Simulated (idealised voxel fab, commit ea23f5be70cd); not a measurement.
The document below concerns the process module designated voxel self aligned vias.
Cross-section cut: width 280 nm, square cells of 5 nm.
Cross-section, as written here: a square-cell grid given band by band from the top down, where a band holds one or more rows of cells.
For a band, the entry starts with two heights in nm, that of the top and then that of the bottom, and carries on with the band's materials in order from left to right, each alongside its width in nm; the word "all across" beside a single material means it fills the band edge to edge, and "air" means empty space.
Below 0: as-received wafer, all one material; heights counted from there. Lowest band: no bottom, goes on down, written "0 and below".
Graded width ("30 to 40"): value in top row of band = first number; value in bottom row = second number; row-to-row change constant.
What does "nothing got changed" mean for a step? It means no cell of the cross-section changed in that step.
Enclosed voids (no open way to top), threshold 8 cells or more, entry "Fully enclosed voids", notation width x height at distance, distance from left edge, nm.
On each step's line, the part that comes after the settings is the simulator's own comment on the step.
"overlay nm" denotes, for a step that has a mask, the displacement of the mask to the right of its planned place, with negative values corresponding to the left.

# This section lists the process steps that were planned
- 1: RECEIVE [material Si]
- 2: CONFORMAL_DEP [material SiO2] [thk nm 10]
- 3: CONFORMAL_DEP [material SiCN] [thk nm 5]
- 4: DIRECTIONAL_DEP [material SiO2] [thk nm 20]
- 5: MASKED_ETCH [tone open] [mask id LINES] [width nm 30] [pitch nm 70] [etch materials SiO2] [depth nm 30] [overlay nm 0]
- 6: CONFORMAL_DEP [material TiN] [thk nm 5]
- 7: FILL_DEP [material Ru] [thk nm 10]
- 8: CMP [height nm 45]
- 9: SELECTIVE_ETCH [etch materials W Ru TiN] [depth nm 5]
- 10: FILL_DEP [material SiN] [thk nm 5]
- 11: CMP [height nm 45]
- 12: DIRECTIONAL_DEP [material SiO2] [thk nm 20]
- 13: MASKED_ETCH [tone open] [mask id VIAS] [width nm 50] [etch materials SiO2] [depth nm 20] [overlay nm 0]
- 14: MASKED_ETCH [tone open] [mask id VIAS] [width nm 50] [etch materials SiN] [depth nm 5] [overlay nm 0]
- 15: CONFORMAL_DEP [material TiN] [thk nm 5]
- 16: FILL_DEP [material W] [thk nm 10]
- 17: CMP [height nm 65]
- 18: CONFORMAL_DEP [material SiCN] [thk nm 5]
Heads up: all these wafers start the same, and what changes between them is the thk nm in step 4. The value you see in the plan is just what the first wafer got.

# Cross-section of the first of several received wafers, showing its state after step 1
	0 and below  Si all across
	Fully enclosed voids: none

# Depicted here is the first of several wafers in cross-section, at module completion following the last step, step 18
	70 down to 65  SiCN all across
	65 down to 45  SiO2 (80), then TiN (5), then W (40), then TiN (5), then SiO2 (150)
	45 down to 40  SiN (80), then TiN (50), then SiN (150)
	40 down to 35  TiN (95), then Ru (20), then TiN (50), then Ru (20), then TiN (95)
	35 down to 20  SiO2 (90), then TiN (5), then Ru (20), then TiN (5), then SiO2 (40), then TiN (5), then Ru (20), then TiN (5), then SiO2 (90)
	20 down to 15  SiO2 (90), then TiN (30), then SiO2 (40), then TiN (30), then SiO2 (90)
	15 down to 10  SiCN all across
	10 down to 0  SiO2 all across
	0 and below  Si all across
	Fully enclosed voids: none

# Last wafer, end of module, cross-section
	70 down to 65  SiCN all across
	65 down to 50  SiO2 (80), then TiN (5), then W (40), then TiN (5), then SiO2 (150)
	50 down to 45  SiO2 (80), then TiN (15), then W (20), then TiN (15), then SiO2 (150)
	45 down to 40  SiO2 (90), then TiN (30), then SiO2 (40), then SiN (30), then SiO2 (90)
	40 down to 35  SiO2 (90), then TiN (5), then Ru (20), then TiN (5), then SiO2 (40), then TiN (5), then Ru (20), then TiN (5), then SiO2 (90)
	35 down to 30  SiO2 (90), then TiN (30), then SiO2 (40), then TiN (30), then SiO2 (90)
	30 down to 15  SiO2 all across
	15 down to 10  SiCN all across
	10 down to 0  SiO2 all across
	0 and below  Si all across
	Fully enclosed voids: none

# Wafer rows, end of module: cells per material gained (+) or lost (-) since receipt; closed voids last
thk nm 20 | +32 Ru | +112 SiCN | +46 SiN | +472 SiO2 | +90 TiN | +32 W | Fully enclosed voids: none
thk nm 25 | +32 Ru | +112 SiCN | +46 SiN | +516 SiO2 | +46 TiN | +32 W | Fully enclosed voids: none
thk nm 30 | +32 Ru | +112 SiCN | +6 SiN | +560 SiO2 | +46 TiN | +28 W | Fully enclosed voids: none
thk nm 35 | +24 Ru | +112 SiCN | +6 SiN | +572 SiO2 | +42 TiN | +28 W | Fully enclosed voids: none
thk nm 40 | +16 Ru | +112 SiCN | +6 SiN | +584 SiO2 | +38 TiN | +28 W | Fully enclosed voids: none
thk nm 45 | +8 Ru | +112 SiCN | +6 SiN | +596 SiO2 | +34 TiN | +28 W | Fully enclosed voids: none
